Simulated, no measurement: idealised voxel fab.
Process module name: voxel self aligned contacts
FYI the section here is cut, 300 nm wide, cells are 5 nm squares.
Reading order for cross-sections: top band down to bottom band. Underlying form: a grid of square cells. Band size: one or more rows of cells. Read a band's entry like this: the first values are the height of its top and the height of its bottom in nm, and what follows is the sequence of materials from left to right, each with its width in nm. Note that "blank" is empty space, and that a single material marked "throughout" reaches across the band from edge to edge. For the purposes of this specification, 0 denotes the height below which the wafer in its as-received condition is composed wholly of one material, and the lowermost band, lacking a lower limit, extends downward without end, as expressed in "0 down". With a width like "30->40", each row of cells in the band differs from the next by the same amount, the top row carrying the first number and the bottom row the second. "left unchanged" (step): cross-section cells unchanged, all of them. "Closed cavity list" lists enclosed empty spaces (at least 8 cells, no open path upward to the top), each as width x height at distance from the left edge, in nm. Past the settings on a step's line: simulator remark, on that step. "overlay nm" answers the question of how far to the right of plan the mask lay on a step that has a mask, and when it is negative the answer is to the left.

# Planned process steps
1,RECEIVE [material Si]
2,OXIDIZE [depth nm 5]
3,DIRECTIONAL_DEP [material polySi] [thk nm 30]
4,DIRECTIONAL_DEP [material SiN] [thk nm 20]
5,PATTERN [tone cover] [mask id GATE] [material resist] [width nm 25] [pitch nm 60] [thk nm 20] [overlay nm 0]
6,DIRECTIONAL_ETCH [etch materials SiN] [depth nm 20]
7,DIRECTIONAL_ETCH [etch materials polySi] [depth nm 30]
8,STRIP [etch materials resist]
9,CONFORMAL_DEP [material SiN] [thk nm 10]
10,DIRECTIONAL_ETCH [etch materials SiN] [depth nm 10]
11,FILL_DEP [material SiO2] [thk nm 15]
12,CMP [height nm 55]
13,DIRECTIONAL_DEP [material aC] [thk nm 15]
14,PATTERN [tone open] [mask id CONTACT] [material resist] [width nm 45] [pitch nm 60] [thk nm 30] [overlay nm 0]
15,DIRECTIONAL_ETCH [etch materials aC] [depth nm 15]
16,STRIP [etch materials resist]
17,DIRECTIONAL_ETCH [etch materials SiO2] [depth nm 60]
18,STRIP [etch materials aC]
19,CONFORMAL_DEP [material TiN] [thk nm 5]
20,FILL_DEP [material W] [thk nm 5]
21,CMP [height nm 55]
22,CONFORMAL_DEP [material SiCN] [thk nm 5]

# Cross-sectional view of the wafer in its as-received condition, corresponding to the state after step 1
> 0 down = Si throughout
> Closed cavity list: none

# Starting wafer: above. Plan: above. Run: one mistake. Cross-section after the module: below
> 60 to 55 = SiCN throughout
> 55 to 50 = 95 of SiO2; 20 of TiN; 5 of W; 20 of TiN; 15 of SiO2; 20 of TiN; 5 of W; 20 of TiN; 100 of SiO2
> 50 to 30 = 65 of SiO2; 45 of SiN; 5 of TiN; 5 of W; 5 of TiN; 45 of SiN; 5 of TiN; 5 of W; 5 of TiN; 45 of SiN; 70 of SiO2
> 30 to 15 = 65 of SiO2; 10 of SiN; 25 of polySi; 10 of SiN; 5 of TiN; 5 of W; 5 of TiN; 10 of SiN; 25 of polySi; 10 of SiN; 5 of TiN; 5 of W; 5 of TiN; 10 of SiN; 25 of polySi; 10 of SiN; 70 of SiO2
> 15 to 10 = 65 of SiO2; 10 of SiN; 25 of polySi; 10 of SiN; 15 of TiN; 10 of SiN; 25 of polySi; 10 of SiN; 15 of TiN; 10 of SiN; 25 of polySi; 10 of SiN; 70 of SiO2
> 10 to 0 = 75 of SiN; 25 of polySi; 35 of SiN; 25 of polySi; 35 of SiN; 25 of polySi; 80 of SiN
> 0 to -5 = SiO2 throughout
> -5 down = Si throughout
> Closed cavity list: none
Short version of what went wrong: the processing plan was not followed for steps 9 and 10, which were run with their positions exchanged
